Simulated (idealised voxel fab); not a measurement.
The document below concerns the process module designated voxel double patterning.
Displayed cross-section: cut, width of 200 nm, square cells sized 5 nm.
A cross-section is a grid of square cells, given in bands from the top down. A band is one or more rows of cells. The entry gives the band's vertical extent as a top height and a bottom height in nm, then its horizontal make-up as materials from left to right, each with a width in nm. "empty" stands for empty space; a single material marked "throughout" fills the band edge to edge. Height datum 0, below which the as-received substrate wafer is one material. Lowest band open at the bottom, running downward: "from 0 down". Think of "30 to 40" as a width that walks from the first number to the second as you go down the band, top row to bottom row, taking equal-sized steps from row to row. It should be understood that the words "nothing was modified", when stated for a given step, signify that the cross-section underwent no change in any of its cells during that step. So "Fully closed voids" is basically the list of trapped voids: any empty space of 8 cells or more that can't reach the top through an opening. They're written width x height at distance, the distance being from the left edge, and it's all nm. On a step's line, text after the settings is the simulator commenting on that step. overlay nm: step with mask; distance mask lay right of planned place; negative value = left of planned place.
**The following list gives the planned process steps**
1. RECEIVE (material Si)
2. CONFORMAL_DEP (material SiO2; thk nm 10)
3. DIRECTIONAL_DEP (material W; thk nm 10)
4. DIRECTIONAL_DEP (material SiN; thk nm 10)
5. MASKED_ETCH (tone open; mask id FIRST; width nm 15; pitch nm 50; etch materials SiN; depth nm 10; overlay nm -15)
6. MASKED_ETCH (tone open; mask id SECOND; width nm 15; etch materials SiN; depth nm 10; overlay nm 0)
7. DIRECTIONAL_ETCH (etch materials W; depth nm 10)
8. STRIP (etch materials SiN)
Same starting wafers, different overlay nm at step 5. Plan value belongs to the first wafer.
**Cross-section of the first incoming wafer of several, state after step 1**
    from 0 down | Si throughout
    Fully closed voids: none
**What follows is a table in which each wafer occupies a row; for the wafer as it stands at the close of the module, the row states, material by material, how many cells have been gained (+) or lost (-) since receipt, and then gives its closed voids**
overlay nm -15 | +80 SiO2 | +64 W | Fully closed voids: none
overlay nm -10 | +80 SiO2 | +62 W | Fully closed voids: none
overlay nm -5 | +80 SiO2 | +62 W | Fully closed voids: none
overlay nm 0 | +80 SiO2 | +62 W | Fully closed voids: none
overlay nm 5 | +80 SiO2 | +62 W | Fully closed voids: none
overlay nm 10 | +80 SiO2 | +62 W | Fully closed voids: none
overlay nm 15 | +80 SiO2 | +64 W | Fully closed voids: none
